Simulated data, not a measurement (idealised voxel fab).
process module | voxel trench capacitor
cross-section cut | 165 nm wide | cells 5 nm
A cross-section is a grid of square cells, given in bands from the top down. A band is one or more rows of cells.
Each band's line starts with the height of the band's top and of its bottom, in nm. Then come its materials from left to right, each with its width in nm. One material with "throughout" fills the band from edge to edge. "air" is empty space.
Height 0 is the level under which the wafer as received is all one material. The lowest band goes on downwards, as in "0 down".
A width such as "30 to 40" changes by the same amount from each row of cells to the next, from the band's top row to its bottom row.
"no change" after a step means that no cell of the cross-section changed.
closed voids: empty space of 8 cells or more with no open way to the top, each as width x height at its distance from the left edge, in nm
after a step's settings: what the simulator itself notes on the step
overlay nm, on a step with a mask: how far to the right of its planned place the mask lay; to the left if negative
plan
1 op RECEIVE | material Si
2 op CONFORMAL_DEP | material SiN | thk nm 10
3 op MASKED_ETCH | tone open | mask id TRENCH | width nm 30 | pitch nm 60 | etch materials SiN | depth nm 10 | overlay nm 0
4 op MASKED_ETCH | tone open | mask id TRENCH | width nm 30 | pitch nm 60 | etch materials Si | depth nm 35 | overlay nm 0
5 op CONFORMAL_DEP | material Al2O3 | thk nm 5
6 op CONFORMAL_DEP | material TiN | thk nm 5
7 op FILL_DEP | material W | thk nm 10
8 op CMP | height nm 10
first wafer, as planned
as received, after step 1
  0 down: Si throughout
  closed voids: none
after step 2
  10 to 0: SiN throughout
  below 0: unchanged
after step 3
  10 to 0: SiN 35 | air 30 | SiN 30 | air 30 | SiN 40
  below 0: unchanged
after step 4
  10 to 0: SiN 35 | air 30 | SiN 30 | air 30 | SiN 40
  0 to -35: Si 35 | air 30 | Si 30 | air 30 | Si 40
  below -35: unchanged
after step 5
  15 to 10: Al2O3 40 | air 20 | Al2O3 40 | air 20 | Al2O3 45
  10 to 0: SiN 35 | Al2O3 5 | air 20 | Al2O3 5 | SiN 30 | Al2O3 5 | air 20 | Al2O3 5 | SiN 40
  0 to -30: Si 35 | Al2O3 5 | air 20 | Al2O3 5 | Si 30 | Al2O3 5 | air 20 | Al2O3 5 | Si 40
  -30 to -35: Si 35 | Al2O3 30 | Si 30 | Al2O3 30 | Si 40
  below -35: unchanged
after step 6
  20 to 15: TiN 45 | air 10 | TiN 50 | air 10 | TiN 50
  15 to 10: Al2O3 40 | TiN 5 | air 10 | TiN 5 | Al2O3 40 | TiN 5 | air 10 | TiN 5 | Al2O3 45
  10 to 0: SiN 35 | Al2O3 5 | TiN 5 | air 10 | TiN 5 | Al2O3 5 | SiN 30 | Al2O3 5 | TiN 5 | air 10 | TiN 5 | Al2O3 5 | SiN 40
  0 to -25: Si 35 | Al2O3 5 | TiN 5 | air 10 | TiN 5 | Al2O3 5 | Si 30 | Al2O3 5 | TiN 5 | air 10 | TiN 5 | Al2O3 5 | Si 40
  -25 to -30: Si 35 | Al2O3 5 | TiN 20 | Al2O3 5 | Si 30 | Al2O3 5 | TiN 20 | Al2O3 5 | Si 40
  below -30: unchanged
after step 7
  30 to 20: W throughout
  20 to 15: TiN 45 | W 10 | TiN 50 | W 10 | TiN 50
  15 to 10: Al2O3 40 | TiN 5 | W 10 | TiN 5 | Al2O3 40 | TiN 5 | W 10 | TiN 5 | Al2O3 45
  10 to 0: SiN 35 | Al2O3 5 | TiN 5 | W 10 | TiN 5 | Al2O3 5 | SiN 30 | Al2O3 5 | TiN 5 | W 10 | TiN 5 | Al2O3 5 | SiN 40
  0 to -25: Si 35 | Al2O3 5 | TiN 5 | W 10 | TiN 5 | Al2O3 5 | Si 30 | Al2O3 5 | TiN 5 | W 10 | TiN 5 | Al2O3 5 | Si 40
  below -25: unchanged
after step 8
  10 to 0: SiN 35 | Al2O3 5 | TiN 5 | W 10 | TiN 5 | Al2O3 5 | SiN 30 | Al2O3 5 | TiN 5 | W 10 | TiN 5 | Al2O3 5 | SiN 40
  below 0: unchanged
second wafer: like start, like plan, one mistake. Through step 4 it matches the first wafer
when step 5 should have ended
  15 to 0: SiN 40 | air 20 | SiN 40 | air 20 | SiN 45
  0 to -30: Si 35 | SiN 5 | air 20 | SiN 5 | Si 30 | SiN 5 | air 20 | SiN 5 | Si 40
  -30 to -35: Si 35 | SiN 30 | Si 30 | SiN 30 | Si 40
  below -35: unchanged
when step 6 should have ended
  20 to 15: TiN 45 | air 10 | TiN 50 | air 10 | TiN 50
  15 to 0: SiN 40 | TiN 5 | air 10 | TiN 5 | SiN 40 | TiN 5 | air 10 | TiN 5 | SiN 45
  0 to -25: Si 35 | SiN 5 | TiN 5 | air 10 | TiN 5 | SiN 5 | Si 30 | SiN 5 | TiN 5 | air 10 | TiN 5 | SiN 5 | Si 40
  -25 to -30: Si 35 | SiN 5 | TiN 20 | SiN 5 | Si 30 | SiN 5 | TiN 20 | SiN 5 | Si 40
  below -30: unchanged
when step 7 should have ended
  30 to 20: W throughout
  20 to 15: TiN 45 | W 10 | TiN 50 | W 10 | TiN 50
  15 to 0: SiN 40 | TiN 5 | W 10 | TiN 5 | SiN 40 | TiN 5 | W 10 | TiN 5 | SiN 45
  0 to -25: Si 35 | SiN 5 | TiN 5 | W 10 | TiN 5 | SiN 5 | Si 30 | SiN 5 | TiN 5 | W 10 | TiN 5 | SiN 5 | Si 40
  below -25: unchanged
when step 8 should have ended
  10 to 0: SiN 40 | TiN 5 | W 10 | TiN 5 | SiN 40 | TiN 5 | W 10 | TiN 5 | SiN 45
  below 0: unchanged
what went wrong: step 5 ran as: op CONFORMAL_DEP | material SiN | thk nm 5
at the end the second wafer has, in cells: 44 fewer of Al2O3 | 44 more of SiN
